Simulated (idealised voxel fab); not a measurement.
Process module under the name voxel self aligned vias
Square cells of 5 nm make up the cross-section cut, whose width is 215 nm.
For the purposes of this document, a cross-section shall be understood as a grid of square cells, specified as bands listed in top-to-bottom order, each band consisting of one or more rows of cells. Band entry format. Leading values: height of top, height of bottom, nm. Remainder: materials in left-to-right order, each with its width in nm. Special words: "all across" on a single material, which then fills the band edge to edge; "empty", empty space. Note: height 0 marks the level under which the wafer is uniformly one material as received. Lowest band unbounded below, written "z 0 and below". You'd read "30..40" like this: the band's top row of cells is as wide as the first number, its bottom row is as wide as the second, and going down, every row changes width by the same amount as the row before did. "no modifications" after a step means that no cell of the cross-section changed. This entry, "closed voids", enumerates those empty regions of no fewer than 8 cells that possess no open connection to the top. Each region is reported in the form width x height at distance, the distance being taken from the left edge, with all three quantities expressed in nm. Where a step's line continues beyond its settings, the continuation is a remark by the simulator itself on that step. The setting "overlay nm" may be written on the line of a step. When the step uses a mask, the value reports how far to the right of the planned place the mask lay, and a negative value reports that it lay to the left.

**The steps planned for the process are as follows**
step 1: RECEIVE with material Si
step 2: CONFORMAL_DEP with material SiO2, thk nm 10
step 3: CONFORMAL_DEP with material SiCN, thk nm 5
step 4: DIRECTIONAL_DEP with material SiO2, thk nm 20
step 5: MASKED_ETCH with tone open, mask id LINES, width nm 20, pitch nm 45, etch materials SiO2, depth nm 20, overlay nm 0
step 6: CONFORMAL_DEP with material TiN, thk nm 5
step 7: FILL_DEP with material Ru, thk nm 10
step 8: CMP with height nm 35
step 9: SELECTIVE_ETCH with etch materials W Ru TiN, depth nm 5
step 10: FILL_DEP with material SiN, thk nm 5
step 11: CMP with height nm 35
step 12: DIRECTIONAL_DEP with material SiO2, thk nm 15
step 13: DIRECTIONAL_DEP with material aC, thk nm 15
step 14: PATTERN with tone open, mask id VIAS, material resist, width nm 30, thk nm 35, overlay nm 0
step 15: DIRECTIONAL_ETCH with etch materials aC, depth nm 15
step 16: STRIP with etch materials resist
step 17: DIRECTIONAL_ETCH with etch materials SiO2, depth nm 15
step 18: DIRECTIONAL_ETCH with etch materials SiN, depth nm 5
step 19: STRIP with etch materials aC
step 20: CONFORMAL_DEP with material TiN, thk nm 5
step 21: FILL_DEP with material W, thk nm 10
step 22: CMP with height nm 50
step 23: CONFORMAL_DEP with material SiN, thk nm 5

**Of two wafers, the first: run according to plan**

**Cross-section of the incoming wafer, state after step 1**
    z 0 and below = Si all across
    closed voids: none

**The wafer, seen in cross-section, after step 2**
    z 10 to 0 = SiO2 all across
    Everything below 0 is unchanged.

**The wafer, seen in cross-section, after step 3**
    z 15 to 10 = SiCN all across
    Everything below 10 is unchanged.

**The wafer, seen in cross-section, after step 4**
    z 35 to 15 = SiO2 all across
    Everything below 15 is unchanged.

**The wafer, seen in cross-section, after step 5**
    z 35 to 15 = 75 of SiO2; 20 of empty; 25 of SiO2; 20 of empty; 75 of SiO2
    Everything below 15 is unchanged.

**The wafer, seen in cross-section, after step 6**
    z 40 to 35 = 80 of TiN; 10 of empty; 35 of TiN; 10 of empty; 80 of TiN
    z 35 to 20 = 75 of SiO2; 5 of TiN; 10 of empty; 5 of TiN; 25 of SiO2; 5 of TiN; 10 of empty; 5 of TiN; 75 of SiO2
    z 20 to 15 = 75 of SiO2; 20 of TiN; 25 of SiO2; 20 of TiN; 75 of SiO2
    Everything below 15 is unchanged.

**The wafer, seen in cross-section, after step 7**
    z 50 to 40 = Ru all across
    z 40 to 35 = 80 of TiN; 10 of Ru; 35 of TiN; 10 of Ru; 80 of TiN
    z 35 to 20 = 75 of SiO2; 5 of TiN; 10 of Ru; 5 of TiN; 25 of SiO2; 5 of TiN; 10 of Ru; 5 of TiN; 75 of SiO2
    Everything below 20 is unchanged.

**The wafer, seen in cross-section, after step 8**
    z 35 to 20 = 75 of SiO2; 5 of TiN; 10 of Ru; 5 of TiN; 25 of SiO2; 5 of TiN; 10 of Ru; 5 of TiN; 75 of SiO2
    Everything below 20 is unchanged.

**The wafer, seen in cross-section, after step 9**
    z 35 to 30 = 75 of SiO2; 20 of empty; 25 of SiO2; 20 of empty; 75 of SiO2
    Everything below 30 is unchanged.

**The wafer, seen in cross-section, after step 10**
    z 40 to 35 = SiN all across
    z 35 to 30 = 75 of SiO2; 20 of SiN; 25 of SiO2; 20 of SiN; 75 of SiO2
    Everything below 30 is unchanged.

**The wafer, seen in cross-section, after step 11**
    z 35 to 30 = 75 of SiO2; 20 of SiN; 25 of SiO2; 20 of SiN; 75 of SiO2
    Everything below 30 is unchanged.

**The wafer, seen in cross-section, after step 12**
    z 50 to 35 = SiO2 all across
    Everything below 35 is unchanged.

**The wafer, seen in cross-section, after step 13**
    z 65 to 50 = aC all across
    Everything below 50 is unchanged.

**The wafer, seen in cross-section, after step 14**
    z 100 to 65 = 70 of resist; 30 of empty; 115 of resist
    Everything below 65 is unchanged.

**The wafer, seen in cross-section, after step 15**
    z 85 to 65 = 70 of resist; 30 of empty; 115 of resist
    z 65 to 50 = 70 of aC; 30 of empty; 115 of aC
    Everything below 50 is unchanged.

**The wafer, seen in cross-section, after step 16**
    z 65 to 50 = 70 of aC; 30 of empty; 115 of aC
    Everything below 50 is unchanged.

**The wafer, seen in cross-section, after step 17**
    z 65 to 50 = 70 of aC; 30 of empty; 115 of aC
    z 50 to 35 = 70 of SiO2; 30 of empty; 115 of SiO2
    Everything below 35 is unchanged.

**The wafer, seen in cross-section, after step 18**
    z 65 to 50 = 70 of aC; 30 of empty; 115 of aC
    z 50 to 35 = 70 of SiO2; 30 of empty; 115 of SiO2
    z 35 to 30 = 75 of SiO2; 20 of empty; 25 of SiO2; 20 of SiN; 75 of SiO2
    Everything below 30 is unchanged.

**The wafer, seen in cross-section, after step 19**
    z 50 to 35 = 70 of SiO2; 30 of empty; 115 of SiO2
    Everything below 35 is unchanged.

**The wafer, seen in cross-section, after step 20**
    z 55 to 50 = 75 of TiN; 20 of empty; 120 of TiN
    z 50 to 40 = 70 of SiO2; 5 of TiN; 20 of empty; 5 of TiN; 115 of SiO2
    z 40 to 35 = 70 of SiO2; 10 of TiN; 10 of empty; 10 of TiN; 115 of SiO2
    z 35 to 30 = 75 of SiO2; 20 of TiN; 25 of SiO2; 20 of SiN; 75 of SiO2
    Everything below 30 is unchanged.

**The wafer, seen in cross-section, after step 21**
    z 65 to 55 = W all across
    z 55 to 50 = 75 of TiN; 20 of W; 120 of TiN
    z 50 to 40 = 70 of SiO2; 5 of TiN; 20 of W; 5 of TiN; 115 of SiO2
    z 40 to 35 = 70 of SiO2; 10 of TiN; 10 of W; 10 of TiN; 115 of SiO2
    Everything below 35 is unchanged.

**The wafer, seen in cross-section, after step 22**
    z 50 to 40 = 70 of SiO2; 5 of TiN; 20 of W; 5 of TiN; 115 of SiO2
    Everything below 40 is unchanged.

**The wafer, seen in cross-section, after step 23**
    z 55 to 50 = SiN all across
    Everything below 50 is unchanged.

**Wafer two: like wafer one in start and plan, but with one mistake in execution; identical up to and including step 13**

**Second wafer shown in cross-section at the time step 14 was slated to end**
    z 100 to 65 = 75 of resist; 20 of empty; 120 of resist
    Everything below 65 is unchanged.

**Second wafer shown in cross-section at the time step 15 was slated to end**
    z 85 to 65 = 75 of resist; 20 of empty; 120 of resist
    z 65 to 50 = 75 of aC; 20 of empty; 120 of aC
    Everything below 50 is unchanged.

**Second wafer shown in cross-section at the time step 16 was slated to end**
    z 65 to 50 = 75 of aC; 20 of empty; 120 of aC
    Everything below 50 is unchanged.

**Second wafer shown in cross-section at the time step 17 was slated to end**
    z 65 to 50 = 75 of aC; 20 of empty; 120 of aC
    z 50 to 35 = 75 of SiO2; 20 of empty; 120 of SiO2
    Everything below 35 is unchanged.

**Second wafer shown in cross-section at the time step 18 was slated to end**
    z 65 to 50 = 75 of aC; 20 of empty; 120 of aC
    z 50 to 35 = 75 of SiO2; 20 of empty; 120 of SiO2
    z 35 to 30 = 75 of SiO2; 20 of empty; 25 of SiO2; 20 of SiN; 75 of SiO2
    Everything below 30 is unchanged.

**Second wafer shown in cross-section at the time step 19 was slated to end**
    z 50 to 35 = 75 of SiO2; 20 of empty; 120 of SiO2
    Everything below 35 is unchanged.

**Second wafer shown in cross-section at the time step 20 was slated to end**
    z 55 to 50 = 80 of TiN; 10 of empty; 125 of TiN
    z 50 to 35 = 75 of SiO2; 5 of TiN; 10 of empty; 5 of TiN; 120 of SiO2
    z 35 to 30 = 75 of SiO2; 20 of TiN; 25 of SiO2; 20 of SiN; 75 of SiO2
    Everything below 30 is unchanged.

**Second wafer shown in cross-section at the time step 21 was slated to end**
    z 65 to 55 = W all across
    z 55 to 50 = 80 of TiN; 10 of W; 125 of TiN
    z 50 to 35 = 75 of SiO2; 5 of TiN; 10 of W; 5 of TiN; 120 of SiO2
    Everything below 35 is unchanged.

**Second wafer shown in cross-section at the time step 22 was slated to end**
    z 50 to 35 = 75 of SiO2; 5 of TiN; 10 of W; 5 of TiN; 120 of SiO2
    Everything below 35 is unchanged.

**Second wafer shown in cross-section at the time step 23 was slated to end**
    z 55 to 50 = SiN all across
    Everything below 50 is unchanged.
Deviation from plan: step 14 was processed under conditions differing from the plan, specifically as PATTERN with tone open, mask id VIAS, material resist, width nm 20, thk nm 35, overlay nm 0
Wafer comparison, final, in cells, second relative to first, materials more or fewer: 6 more of SiO2 | 2 fewer of TiN | 4 fewer of W
